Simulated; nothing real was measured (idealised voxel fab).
The process module that follows is named voxel wiring stack.
Displayed cross-section: cut, width of 245 nm, square cells sized 5 nm.
Cross-section = grid of square cells, listed top down in bands; band = one or more rows.
Heads up on the band format: heights come first, top then bottom, in nm. After that it's the materials left to right, each with its width in nm. A single material flagged "everywhere" fills the whole band edge to edge, and "air" means there's empty space there.
We count height from 0. Below that, the starting wafer is all one material. The lowest band never ends at the bottom but goes on down; see "0 and below" for how that is written.
Top row gets the first number, bottom row gets the second, and each row in between changes by the same step: that is how a band width like "30->40" works.
"changes: none" means the step left every cell of the cross-section as it was.
Listed in "Fully closed voids": every empty space of 8 or more cells without an open way to the top. Form: width x height at distance, the distance being from the left edge, all in nm.
On a step's line, text after the settings is the simulator commenting on that step.
"overlay nm" on a masked step: distance the mask lay right of its planned place, negative for left.

[The steps planned for the process are as follows]
1) RECEIVE | material Si
2) CONFORMAL_DEP | material SiO2 | thk nm 10
3) DIRECTIONAL_DEP | material TiN | thk nm 5
4) DIRECTIONAL_DEP | material Ru | thk nm 20
5) PATTERN | tone cover | mask id METAL_1 | material resist | width nm 20 | pitch nm 35 | thk nm 15 | overlay nm 0
6) DIRECTIONAL_ETCH | etch materials Ru | depth nm 20
7) DIRECTIONAL_ETCH | etch materials TiN | depth nm 5
8) STRIP | etch materials resist
9) CONFORMAL_DEP | material SiN | thk nm 5
10) FILL_DEP | material SiO2 | thk nm 5
11) CMP | height nm 35
12) CONFORMAL_DEP | material SiCN | thk nm 5
13) DIRECTIONAL_DEP | material SiO2 | thk nm 20
14) DIRECTIONAL_DEP | material aC | thk nm 15
15) PATTERN | tone open | mask id PLUG_1 | material resist | width nm 15 | pitch nm 70 | thk nm 30 | overlay nm 0
16) DIRECTIONAL_ETCH | etch materials aC | depth nm 15
17) STRIP | etch materials resist
18) DIRECTIONAL_ETCH | etch materials SiO2 | depth nm 20
19) DIRECTIONAL_ETCH | etch materials SiCN | depth nm 5
20) STRIP | etch materials aC
21) EPI | material Ru | thk nm 10
22) EPI | material Ru | thk nm 10
23) EPI | material Ru | thk nm 5
24) DIRECTIONAL_DEP | material TiN | thk nm 5
25) DIRECTIONAL_DEP | material Ru | thk nm 20
26) MASKED_ETCH | tone cover | mask id METAL_2 | width nm 20 | pitch nm 35 | etch materials Ru | depth nm 20 | overlay nm 0
27) MASKED_ETCH | tone cover | mask id METAL_2 | width nm 20 | pitch nm 35 | etch materials TiN | depth nm 5 | overlay nm 0
28) FILL_DEP | material SiO2 | thk nm 10
29) CMP | height nm 85
30) CONFORMAL_DEP | material SiCN | thk nm 5
31) DIRECTIONAL_DEP | material SiO2 | thk nm 15
32) MASKED_ETCH | tone open | mask id PLUG_2 | width nm 15 | pitch nm 35 | etch materials SiO2 | depth nm 15 | overlay nm 0
33) MASKED_ETCH | tone open | mask id PLUG_2 | width nm 15 | pitch nm 35 | etch materials SiCN | depth nm 5 | overlay nm 0
34) CONFORMAL_DEP | material TiN | thk nm 5
35) FILL_DEP | material W | thk nm 5
36) CMP | height nm 105
37) DIRECTIONAL_DEP | material TiN | thk nm 5
38) DIRECTIONAL_DEP | material W | thk nm 25
39) PATTERN | tone cover | mask id METAL_3 | material resist | width nm 20 | pitch nm 35 | thk nm 20 | overlay nm 0
40) DIRECTIONAL_ETCH | etch materials W | depth nm 25
41) DIRECTIONAL_ETCH | etch materials TiN | depth nm 5
42) STRIP | etch materials resist
43) FILL_DEP | material SiO2 | thk nm 5
44) CMP | height nm 135
45) CONFORMAL_DEP | material SiN | thk nm 5

[First of two wafers, with the run carried out as planned]

[As-received state of the wafer in cross-section, equivalent to post-step 1]
    0 and below: Si everywhere
    Fully closed voids: none

[So this is the wafer cross-section right after step 2]
    10 down to 0: SiO2 everywhere
    below 0: unchanged

[So this is the wafer cross-section right after step 3]
    15 down to 10: TiN everywhere
    below 10: unchanged

[So this is the wafer cross-section right after step 4]
    35 down to 15: Ru everywhere
    below 15: unchanged

[So this is the wafer cross-section right after step 5]
    50 down to 35: 60 nm air; 20 nm resist; 15 nm air; 20 nm resist; 15 nm air; 20 nm resist; 15 nm air; 20 nm resist; 60 nm air
    below 35: unchanged

[So this is the wafer cross-section right after step 6]
    50 down to 35: 60 nm air; 20 nm resist; 15 nm air; 20 nm resist; 15 nm air; 20 nm resist; 15 nm air; 20 nm resist; 60 nm air
    35 down to 15: 60 nm air; 20 nm Ru; 15 nm air; 20 nm Ru; 15 nm air; 20 nm Ru; 15 nm air; 20 nm Ru; 60 nm air
    below 15: unchanged

[So this is the wafer cross-section right after step 7]
    50 down to 35: 60 nm air; 20 nm resist; 15 nm air; 20 nm resist; 15 nm air; 20 nm resist; 15 nm air; 20 nm resist; 60 nm air
    35 down to 15: 60 nm air; 20 nm Ru; 15 nm air; 20 nm Ru; 15 nm air; 20 nm Ru; 15 nm air; 20 nm Ru; 60 nm air
    15 down to 10: 60 nm air; 20 nm TiN; 15 nm air; 20 nm TiN; 15 nm air; 20 nm TiN; 15 nm air; 20 nm TiN; 60 nm air
    below 10: unchanged

[So this is the wafer cross-section right after step 8]
    35 down to 15: 60 nm air; 20 nm Ru; 15 nm air; 20 nm Ru; 15 nm air; 20 nm Ru; 15 nm air; 20 nm Ru; 60 nm air
    below 15: unchanged

[So this is the wafer cross-section right after step 9]
    40 down to 35: 55 nm air; 30 nm SiN; 5 nm air; 30 nm SiN; 5 nm air; 30 nm SiN; 5 nm air; 30 nm SiN; 55 nm air
    35 down to 15: 55 nm air; 5 nm SiN; 20 nm Ru; 5 nm SiN; 5 nm air; 5 nm SiN; 20 nm Ru; 5 nm SiN; 5 nm air; 5 nm SiN; 20 nm Ru; 5 nm SiN; 5 nm air; 5 nm SiN; 20 nm Ru; 5 nm SiN; 55 nm air
    15 down to 10: 60 nm SiN; 20 nm TiN; 15 nm SiN; 20 nm TiN; 15 nm SiN; 20 nm TiN; 15 nm SiN; 20 nm TiN; 60 nm SiN
    below 10: unchanged

[So this is the wafer cross-section right after step 10]
    45 down to 40: SiO2 everywhere
    40 down to 35: 55 nm SiO2; 30 nm SiN; 5 nm SiO2; 30 nm SiN; 5 nm SiO2; 30 nm SiN; 5 nm SiO2; 30 nm SiN; 55 nm SiO2
    35 down to 15: 55 nm SiO2; 5 nm SiN; 20 nm Ru; 5 nm SiN; 5 nm SiO2; 5 nm SiN; 20 nm Ru; 5 nm SiN; 5 nm SiO2; 5 nm SiN; 20 nm Ru; 5 nm SiN; 5 nm SiO2; 5 nm SiN; 20 nm Ru; 5 nm SiN; 55 nm SiO2
    below 15: unchanged

[So this is the wafer cross-section right after step 11]
    35 down to 15: 55 nm SiO2; 5 nm SiN; 20 nm Ru; 5 nm SiN; 5 nm SiO2; 5 nm SiN; 20 nm Ru; 5 nm SiN; 5 nm SiO2; 5 nm SiN; 20 nm Ru; 5 nm SiN; 5 nm SiO2; 5 nm SiN; 20 nm Ru; 5 nm SiN; 55 nm SiO2
    below 15: unchanged

[So this is the wafer cross-section right after step 12]
    40 down to 35: SiCN everywhere
    below 35: unchanged

[So this is the wafer cross-section right after step 13]
    60 down to 40: SiO2 everywhere
    below 40: unchanged

[So this is the wafer cross-section right after step 14]
    75 down to 60: aC everywhere
    below 60: unchanged

[So this is the wafer cross-section right after step 15]
    105 down to 75: 60 nm resist; 15 nm air; 55 nm resist; 15 nm air; 100 nm resist
    below 75: unchanged

[So this is the wafer cross-section right after step 16]
    90 down to 75: 60 nm resist; 15 nm air; 55 nm resist; 15 nm air; 100 nm resist
    75 down to 60: 60 nm aC; 15 nm air; 55 nm aC; 15 nm air; 100 nm aC
    below 60: unchanged

[So this is the wafer cross-section right after step 17]
    75 down to 60: 60 nm aC; 15 nm air; 55 nm aC; 15 nm air; 100 nm aC
    below 60: unchanged

[So this is the wafer cross-section right after step 18]
    75 down to 60: 60 nm aC; 15 nm air; 55 nm aC; 15 nm air; 100 nm aC
    60 down to 40: 60 nm SiO2; 15 nm air; 55 nm SiO2; 15 nm air; 100 nm SiO2
    below 40: unchanged

[So this is the wafer cross-section right after step 19]
    75 down to 60: 60 nm aC; 15 nm air; 55 nm aC; 15 nm air; 100 nm aC
    60 down to 40: 60 nm SiO2; 15 nm air; 55 nm SiO2; 15 nm air; 100 nm SiO2
    40 down to 35: 60 nm SiCN; 15 nm air; 55 nm SiCN; 15 nm air; 100 nm SiCN
    below 35: unchanged

[So this is the wafer cross-section right after step 20]
    60 down to 40: 60 nm SiO2; 15 nm air; 55 nm SiO2; 15 nm air; 100 nm SiO2
    below 40: unchanged

[So this is the wafer cross-section right after step 21]
    60 down to 45: 60 nm SiO2; 15 nm air; 55 nm SiO2; 15 nm air; 100 nm SiO2
    45 down to 40: 60 nm SiO2; 15 nm Ru; 55 nm SiO2; 15 nm Ru; 100 nm SiO2
    40 down to 35: 60 nm SiCN; 15 nm Ru; 55 nm SiCN; 15 nm Ru; 100 nm SiCN
    below 35: unchanged

[So this is the wafer cross-section right after step 22]
    60 down to 55: 60 nm SiO2; 15 nm air; 55 nm SiO2; 15 nm air; 100 nm SiO2
    55 down to 40: 60 nm SiO2; 15 nm Ru; 55 nm SiO2; 15 nm Ru; 100 nm SiO2
    below 40: unchanged

[So this is the wafer cross-section right after step 23]
    60 down to 40: 60 nm SiO2; 15 nm Ru; 55 nm SiO2; 15 nm Ru; 100 nm SiO2
    below 40: unchanged

[So this is the wafer cross-section right after step 24]
    65 down to 60: TiN everywhere
    below 60: unchanged

[So this is the wafer cross-section right after step 25]
    85 down to 65: Ru everywhere
    below 65: unchanged

[So this is the wafer cross-section right after step 26]
    85 down to 65: 60 nm air; 20 nm Ru; 15 nm air; 20 nm Ru; 15 nm air; 20 nm Ru; 15 nm air; 20 nm Ru; 60 nm air
    below 65: unchanged

[So this is the wafer cross-section right after step 27]
    85 down to 65: 60 nm air; 20 nm Ru; 15 nm air; 20 nm Ru; 15 nm air; 20 nm Ru; 15 nm air; 20 nm Ru; 60 nm air
    65 down to 60: 60 nm air; 20 nm TiN; 15 nm air; 20 nm TiN; 15 nm air; 20 nm TiN; 15 nm air; 20 nm TiN; 60 nm air
    below 60: unchanged

[So this is the wafer cross-section right after step 28]
    95 down to 85: SiO2 everywhere
    85 down to 65: 60 nm SiO2; 20 nm Ru; 15 nm SiO2; 20 nm Ru; 15 nm SiO2; 20 nm Ru; 15 nm SiO2; 20 nm Ru; 60 nm SiO2
    65 down to 60: 60 nm SiO2; 20 nm TiN; 15 nm SiO2; 20 nm TiN; 15 nm SiO2; 20 nm TiN; 15 nm SiO2; 20 nm TiN; 60 nm SiO2
    below 60: unchanged

[So this is the wafer cross-section right after step 29]
    85 down to 65: 60 nm SiO2; 20 nm Ru; 15 nm SiO2; 20 nm Ru; 15 nm SiO2; 20 nm Ru; 15 nm SiO2; 20 nm Ru; 60 nm SiO2
    below 65: unchanged

[So this is the wafer cross-section right after step 30]
    90 down to 85: SiCN everywhere
    below 85: unchanged

[So this is the wafer cross-section right after step 31]
    105 down to 90: SiO2 everywhere
    below 90: unchanged

[So this is the wafer cross-section right after step 32]
    105 down to 90: 60 nm SiO2; 15 nm air; 20 nm SiO2; 15 nm air; 20 nm SiO2; 15 nm air; 20 nm SiO2; 15 nm air; 65 nm SiO2
    below 90: unchanged

[So this is the wafer cross-section right after step 33]
    105 down to 90: 60 nm SiO2; 15 nm air; 20 nm SiO2; 15 nm air; 20 nm SiO2; 15 nm air; 20 nm SiO2; 15 nm air; 65 nm SiO2
    90 down to 85: 60 nm SiCN; 15 nm air; 20 nm SiCN; 15 nm air; 20 nm SiCN; 15 nm air; 20 nm SiCN; 15 nm air; 65 nm SiCN
    below 85: unchanged

[So this is the wafer cross-section right after step 34]
    110 down to 105: 65 nm TiN; 5 nm air; 30 nm TiN; 5 nm air; 30 nm TiN; 5 nm air; 30 nm TiN; 5 nm air; 70 nm TiN
    105 down to 90: 60 nm SiO2; 5 nm TiN; 5 nm air; 5 nm TiN; 20 nm SiO2; 5 nm TiN; 5 nm air; 5 nm TiN; 20 nm SiO2; 5 nm TiN; 5 nm air; 5 nm TiN; 20 nm SiO2; 5 nm TiN; 5 nm air; 5 nm TiN; 65 nm SiO2
    90 down to 85: 60 nm SiCN; 15 nm TiN; 20 nm SiCN; 15 nm TiN; 20 nm SiCN; 15 nm TiN; 20 nm SiCN; 15 nm TiN; 65 nm SiCN
    below 85: unchanged

[So this is the wafer cross-section right after step 35]
    115 down to 110: W everywhere
    110 down to 105: 65 nm TiN; 5 nm W; 30 nm TiN; 5 nm W; 30 nm TiN; 5 nm W; 30 nm TiN; 5 nm W; 70 nm TiN
    105 down to 90: 60 nm SiO2; 5 nm TiN; 5 nm W; 5 nm TiN; 20 nm SiO2; 5 nm TiN; 5 nm W; 5 nm TiN; 20 nm SiO2; 5 nm TiN; 5 nm W; 5 nm TiN; 20 nm SiO2; 5 nm TiN; 5 nm W; 5 nm TiN; 65 nm SiO2
    below 90: unchanged

[So this is the wafer cross-section right after step 36]
    105 down to 90: 60 nm SiO2; 5 nm TiN; 5 nm W; 5 nm TiN; 20 nm SiO2; 5 nm TiN; 5 nm W; 5 nm TiN; 20 nm SiO2; 5 nm TiN; 5 nm W; 5 nm TiN; 20 nm SiO2; 5 nm TiN; 5 nm W; 5 nm TiN; 65 nm SiO2
    below 90: unchanged

[So this is the wafer cross-section right after step 37]
    110 down to 105: TiN everywhere
    below 105: unchanged

[So this is the wafer cross-section right after step 38]
    135 down to 110: W everywhere
    below 110: unchanged

[So this is the wafer cross-section right after step 39]
    155 down to 135: 60 nm air; 20 nm resist; 15 nm air; 20 nm resist; 15 nm air; 20 nm resist; 15 nm air; 20 nm resist; 60 nm air
    below 135: unchanged

[So this is the wafer cross-section right after step 40]
    155 down to 135: 60 nm air; 20 nm resist; 15 nm air; 20 nm resist; 15 nm air; 20 nm resist; 15 nm air; 20 nm resist; 60 nm air
    135 down to 110: 60 nm air; 20 nm W; 15 nm air; 20 nm W; 15 nm air; 20 nm W; 15 nm air; 20 nm W; 60 nm air
    below 110: unchanged

[So this is the wafer cross-section right after step 41]
    155 down to 135: 60 nm air; 20 nm resist; 15 nm air; 20 nm resist; 15 nm air; 20 nm resist; 15 nm air; 20 nm resist; 60 nm air
    135 down to 110: 60 nm air; 20 nm W; 15 nm air; 20 nm W; 15 nm air; 20 nm W; 15 nm air; 20 nm W; 60 nm air
    110 down to 105: 60 nm air; 20 nm TiN; 15 nm air; 20 nm TiN; 15 nm air; 20 nm TiN; 15 nm air; 20 nm TiN; 60 nm air
    below 105: unchanged

[So this is the wafer cross-section right after step 42]
    135 down to 110: 60 nm air; 20 nm W; 15 nm air; 20 nm W; 15 nm air; 20 nm W; 15 nm air; 20 nm W; 60 nm air
    below 110: unchanged

[So this is the wafer cross-section right after step 43]
    140 down to 135: SiO2 everywhere
    135 down to 110: 60 nm SiO2; 20 nm W; 15 nm SiO2; 20 nm W; 15 nm SiO2; 20 nm W; 15 nm SiO2; 20 nm W; 60 nm SiO2
    110 down to 105: 60 nm SiO2; 20 nm TiN; 15 nm SiO2; 20 nm TiN; 15 nm SiO2; 20 nm TiN; 15 nm SiO2; 20 nm TiN; 60 nm SiO2
    below 105: unchanged

[So this is the wafer cross-section right after step 44]
    135 down to 110: 60 nm SiO2; 20 nm W; 15 nm SiO2; 20 nm W; 15 nm SiO2; 20 nm W; 15 nm SiO2; 20 nm W; 60 nm SiO2
    below 110: unchanged

[So this is the wafer cross-section right after step 45]
    140 down to 135: SiN everywhere
    below 135: unchanged

[Wafer two of the pair: same origin, same plan, one error during the run; identical to wafer one up to and including step 14]

[Cross-section of the second wafer at the time by which step 15 should have been completed according to the plan]
    105 down to 75: 55 nm resist; 25 nm air; 45 nm resist; 25 nm air; 95 nm resist
    below 75: unchanged

[Cross-section of the second wafer at the time by which step 16 should have been completed according to the plan]
    90 down to 75: 55 nm resist; 25 nm air; 45 nm resist; 25 nm air; 95 nm resist
    75 down to 60: 55 nm aC; 25 nm air; 45 nm aC; 25 nm air; 95 nm aC
    below 60: unchanged

[Cross-section of the second wafer at the time by which step 17 should have been completed according to the plan]
    75 down to 60: 55 nm aC; 25 nm air; 45 nm aC; 25 nm air; 95 nm aC
    below 60: unchanged

[Cross-section of the second wafer at the time by which step 18 should have been completed according to the plan]
    75 down to 60: 55 nm aC; 25 nm air; 45 nm aC; 25 nm air; 95 nm aC
    60 down to 40: 55 nm SiO2; 25 nm air; 45 nm SiO2; 25 nm air; 95 nm SiO2
    below 40: unchanged

[Cross-section of the second wafer at the time by which step 19 should have been completed according to the plan]
    75 down to 60: 55 nm aC; 25 nm air; 45 nm aC; 25 nm air; 95 nm aC
    60 down to 40: 55 nm SiO2; 25 nm air; 45 nm SiO2; 25 nm air; 95 nm SiO2
    40 down to 35: 55 nm SiCN; 25 nm air; 45 nm SiCN; 25 nm air; 95 nm SiCN
    below 35: unchanged

[Cross-section of the second wafer at the time by which step 20 should have been completed according to the plan]
    60 down to 40: 55 nm SiO2; 25 nm air; 45 nm SiO2; 25 nm air; 95 nm SiO2
    below 40: unchanged

[Cross-section of the second wafer at the time by which step 21 should have been completed according to the plan]
    60 down to 45: 55 nm SiO2; 25 nm air; 45 nm SiO2; 25 nm air; 95 nm SiO2
    45 down to 40: 55 nm SiO2; 25 nm Ru; 45 nm SiO2; 25 nm Ru; 95 nm SiO2
    40 down to 35: 55 nm SiCN; 25 nm Ru; 45 nm SiCN; 25 nm Ru; 95 nm SiCN
    below 35: unchanged

[Cross-section of the second wafer at the time by which step 22 should have been completed according to the plan]
    60 down to 55: 55 nm SiO2; 25 nm air; 45 nm SiO2; 25 nm air; 95 nm SiO2
    55 down to 40: 55 nm SiO2; 25 nm Ru; 45 nm SiO2; 25 nm Ru; 95 nm SiO2
    below 40: unchanged

[Cross-section of the second wafer at the time by which step 23 should have been completed according to the plan]
    60 down to 40: 55 nm SiO2; 25 nm Ru; 45 nm SiO2; 25 nm Ru; 95 nm SiO2
    below 40: unchanged

[Cross-section of the second wafer at the time by which step 24 should have been completed according to the plan]
    65 down to 60: TiN everywhere
    below 60: unchanged

[Cross-section of the second wafer at the time by which step 25 should have been completed according to the plan]
    85 down to 65: Ru everywhere
    below 65: unchanged

[Cross-section of the second wafer at the time by which step 26 should have been completed according to the plan]
    85 down to 65: 60 nm air; 20 nm Ru; 15 nm air; 20 nm Ru; 15 nm air; 20 nm Ru; 15 nm air; 20 nm Ru; 60 nm air
    below 65: unchanged

[Cross-section of the second wafer at the time by which step 27 should have been completed according to the plan]
    85 down to 65: 60 nm air; 20 nm Ru; 15 nm air; 20 nm Ru; 15 nm air; 20 nm Ru; 15 nm air; 20 nm Ru; 60 nm air
    65 down to 60: 60 nm air; 20 nm TiN; 15 nm air; 20 nm TiN; 15 nm air; 20 nm TiN; 15 nm air; 20 nm TiN; 60 nm air
    below 60: unchanged

[Cross-section of the second wafer at the time by which step 28 should have been completed according to the plan]
    95 down to 85: SiO2 everywhere
    85 down to 65: 60 nm SiO2; 20 nm Ru; 15 nm SiO2; 20 nm Ru; 15 nm SiO2; 20 nm Ru; 15 nm SiO2; 20 nm Ru; 60 nm SiO2
    65 down to 60: 60 nm SiO2; 20 nm TiN; 15 nm SiO2; 20 nm TiN; 15 nm SiO2; 20 nm TiN; 15 nm SiO2; 20 nm TiN; 60 nm SiO2
    below 60: unchanged

[Cross-section of the second wafer at the time by which step 29 should have been completed according to the plan]
    85 down to 65: 60 nm SiO2; 20 nm Ru; 15 nm SiO2; 20 nm Ru; 15 nm SiO2; 20 nm Ru; 15 nm SiO2; 20 nm Ru; 60 nm SiO2
    below 65: unchanged

[Cross-section of the second wafer at the time by which step 30 should have been completed according to the plan]
    90 down to 85: SiCN everywhere
    below 85: unchanged

[Cross-section of the second wafer at the time by which step 31 should have been completed according to the plan]
    105 down to 90: SiO2 everywhere
    below 90: unchanged

[Cross-section of the second wafer at the time by which step 32 should have been completed according to the plan]
    105 down to 90: 60 nm SiO2; 15 nm air; 20 nm SiO2; 15 nm air; 20 nm SiO2; 15 nm air; 20 nm SiO2; 15 nm air; 65 nm SiO2
    below 90: unchanged

[Cross-section of the second wafer at the time by which step 33 should have been completed according to the plan]
    105 down to 90: 60 nm SiO2; 15 nm air; 20 nm SiO2; 15 nm air; 20 nm SiO2; 15 nm air; 20 nm SiO2; 15 nm air; 65 nm SiO2
    90 down to 85: 60 nm SiCN; 15 nm air; 20 nm SiCN; 15 nm air; 20 nm SiCN; 15 nm air; 20 nm SiCN; 15 nm air; 65 nm SiCN
    below 85: unchanged

[Cross-section of the second wafer at the time by which step 34 should have been completed according to the plan]
    110 down to 105: 65 nm TiN; 5 nm air; 30 nm TiN; 5 nm air; 30 nm TiN; 5 nm air; 30 nm TiN; 5 nm air; 70 nm TiN
    105 down to 90: 60 nm SiO2; 5 nm TiN; 5 nm air; 5 nm TiN; 20 nm SiO2; 5 nm TiN; 5 nm air; 5 nm TiN; 20 nm SiO2; 5 nm TiN; 5 nm air; 5 nm TiN; 20 nm SiO2; 5 nm TiN; 5 nm air; 5 nm TiN; 65 nm SiO2
    90 down to 85: 60 nm SiCN; 15 nm TiN; 20 nm SiCN; 15 nm TiN; 20 nm SiCN; 15 nm TiN; 20 nm SiCN; 15 nm TiN; 65 nm SiCN
    below 85: unchanged

[Cross-section of the second wafer at the time by which step 35 should have been completed according to the plan]
    115 down to 110: W everywhere
    110 down to 105: 65 nm TiN; 5 nm W; 30 nm TiN; 5 nm W; 30 nm TiN; 5 nm W; 30 nm TiN; 5 nm W; 70 nm TiN
    105 down to 90: 60 nm SiO2; 5 nm TiN; 5 nm W; 5 nm TiN; 20 nm SiO2; 5 nm TiN; 5 nm W; 5 nm TiN; 20 nm SiO2; 5 nm TiN; 5 nm W; 5 nm TiN; 20 nm SiO2; 5 nm TiN; 5 nm W; 5 nm TiN; 65 nm SiO2
    below 90: unchanged

[Cross-section of the second wafer at the time by which step 36 should have been completed according to the plan]
    105 down to 90: 60 nm SiO2; 5 nm TiN; 5 nm W; 5 nm TiN; 20 nm SiO2; 5 nm TiN; 5 nm W; 5 nm TiN; 20 nm SiO2; 5 nm TiN; 5 nm W; 5 nm TiN; 20 nm SiO2; 5 nm TiN; 5 nm W; 5 nm TiN; 65 nm SiO2
    below 90: unchanged

[Cross-section of the second wafer at the time by which step 37 should have been completed according to the plan]
    110 down to 105: TiN everywhere
    below 105: unchanged

[Cross-section of the second wafer at the time by which step 38 should have been completed according to the plan]
    135 down to 110: W everywhere
    below 110: unchanged

[Cross-section of the second wafer at the time by which step 39 should have been completed according to the plan]
    155 down to 135: 60 nm air; 20 nm resist; 15 nm air; 20 nm resist; 15 nm air; 20 nm resist; 15 nm air; 20 nm resist; 60 nm air
    below 135: unchanged

[Cross-section of the second wafer at the time by which step 40 should have been completed according to the plan]
    155 down to 135: 60 nm air; 20 nm resist; 15 nm air; 20 nm resist; 15 nm air; 20 nm resist; 15 nm air; 20 nm resist; 60 nm air
    135 down to 110: 60 nm air; 20 nm W; 15 nm air; 20 nm W; 15 nm air; 20 nm W; 15 nm air; 20 nm W; 60 nm air
    below 110: unchanged

[Cross-section of the second wafer at the time by which step 41 should have been completed according to the plan]
    155 down to 135: 60 nm air; 20 nm resist; 15 nm air; 20 nm resist; 15 nm air; 20 nm resist; 15 nm air; 20 nm resist; 60 nm air
    135 down to 110: 60 nm air; 20 nm W; 15 nm air; 20 nm W; 15 nm air; 20 nm W; 15 nm air; 20 nm W; 60 nm air
    110 down to 105: 60 nm air; 20 nm TiN; 15 nm air; 20 nm TiN; 15 nm air; 20 nm TiN; 15 nm air; 20 nm TiN; 60 nm air
    below 105: unchanged

[Cross-section of the second wafer at the time by which step 42 should have been completed according to the plan]
    135 down to 110: 60 nm air; 20 nm W; 15 nm air; 20 nm W; 15 nm air; 20 nm W; 15 nm air; 20 nm W; 60 nm air
    below 110: unchanged

[Cross-section of the second wafer at the time by which step 43 should have been completed according to the plan]
    140 down to 135: SiO2 everywhere
    135 down to 110: 60 nm SiO2; 20 nm W; 15 nm SiO2; 20 nm W; 15 nm SiO2; 20 nm W; 15 nm SiO2; 20 nm W; 60 nm SiO2
    110 down to 105: 60 nm SiO2; 20 nm TiN; 15 nm SiO2; 20 nm TiN; 15 nm SiO2; 20 nm TiN; 15 nm SiO2; 20 nm TiN; 60 nm SiO2
    below 105: unchanged

[Cross-section of the second wafer at the time by which step 44 should have been completed according to the plan]
    135 down to 110: 60 nm SiO2; 20 nm W; 15 nm SiO2; 20 nm W; 15 nm SiO2; 20 nm W; 15 nm SiO2; 20 nm W; 60 nm SiO2
    below 110: unchanged

[Cross-section of the second wafer at the time by which step 45 should have been completed according to the plan]
    140 down to 135: SiN everywhere
    below 135: unchanged
Finding, execution versus plan: step 15 was processed under conditions differing from the plan, specifically as PATTERN | tone open | mask id PLUG_1 | material resist | width nm 25 | pitch nm 70 | thk nm 30 | overlay nm 0
Per the end-of-run cell counts, the second wafer holds more or fewer of some materials than the first: Ru: 20 more, SiCN: 4 fewer, SiO2: 16 fewer
